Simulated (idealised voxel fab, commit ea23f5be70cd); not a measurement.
Process module in this document: voxel trench capacitor
FYI the section here is cut, 255 nm wide, cells are 5 nm squares.
Cross-section, as written here: a square-cell grid given band by band from the top down, where a band holds one or more rows of cells. Band entry format. Leading values: height of top, height of bottom, nm. Remainder: materials in left-to-right order, each with its width in nm. Special words: "everywhere" on a single material, which then fills the band edge to edge; "blank", empty space. Heights are expressed relative to 0, this being the level below which the as-received wafer comprises one material exclusively. The lowest band is unbounded in the downward direction and is denoted as in "0..down". When a width is written as two numbers, as in "30..40", the first number is the width in the top row of cells of the band and the second is the width in its bottom row, and the width changes by the same amount from each row to the next. "no modification" after a step means that no cell of the cross-section changed. Empty spaces counting at least 8 cells and having no open way to the top are listed in "Non-vented voids". The notation width x height at distance is used for each, the distance being from the left edge and all three values in nm. On each step's line, the part that comes after the settings is the simulator's own comment on the step. overlay nm, on a step with a mask: how far to the right of its planned place the mask lay; to the left if negative.
Planned step list for the process:
1. RECEIVE (material Si)
2. CONFORMAL_DEP (material SiN; thk nm 5)
3. DIRECTIONAL_DEP (material aC; thk nm 15)
4. PATTERN (tone open; mask id TRENCH; material resist; width nm 15; pitch nm 45; thk nm 30; overlay nm 0)
5. DIRECTIONAL_ETCH (etch materials aC; depth nm 15)
6. STRIP (etch materials resist)
7. DIRECTIONAL_ETCH (etch materials SiN; depth nm 5)
8. DIRECTIONAL_ETCH (etch materials Si; depth nm 30)
9. STRIP (etch materials aC)
10. CONFORMAL_DEP (material Al2O3; thk nm 5)
11. FILL_DEP (material polySi; thk nm 5)
12. CMP (height nm 5)
For clarity, it should be stated that the wafers under discussion commence in an identical condition and differ with respect to the width nm of step 4, the plan indicating the value that the first wafer had.
Received wafers, first of several: cross-section after step 1:
> 0..down  Si everywhere
> Non-vented voids: none
Note: the following table is arranged by wafer, a row apiece. Each row reports the end-of-module state: per material, cells gained (+) or cells lost (-) compared with the wafer as received; closed voids follow:
width nm 15, +30 Al2O3, -36 Si, +45 SiN, +12 polySi, Non-vented voids: none
width nm 20, +32 Al2O3, -48 Si, +43 SiN, +24 polySi, Non-vented voids: none
width nm 25, +34 Al2O3, -60 Si, +41 SiN, +36 polySi, Non-vented voids: none
width nm 30, +36 Al2O3, -72 Si, +39 SiN, +48 polySi, Non-vented voids: none
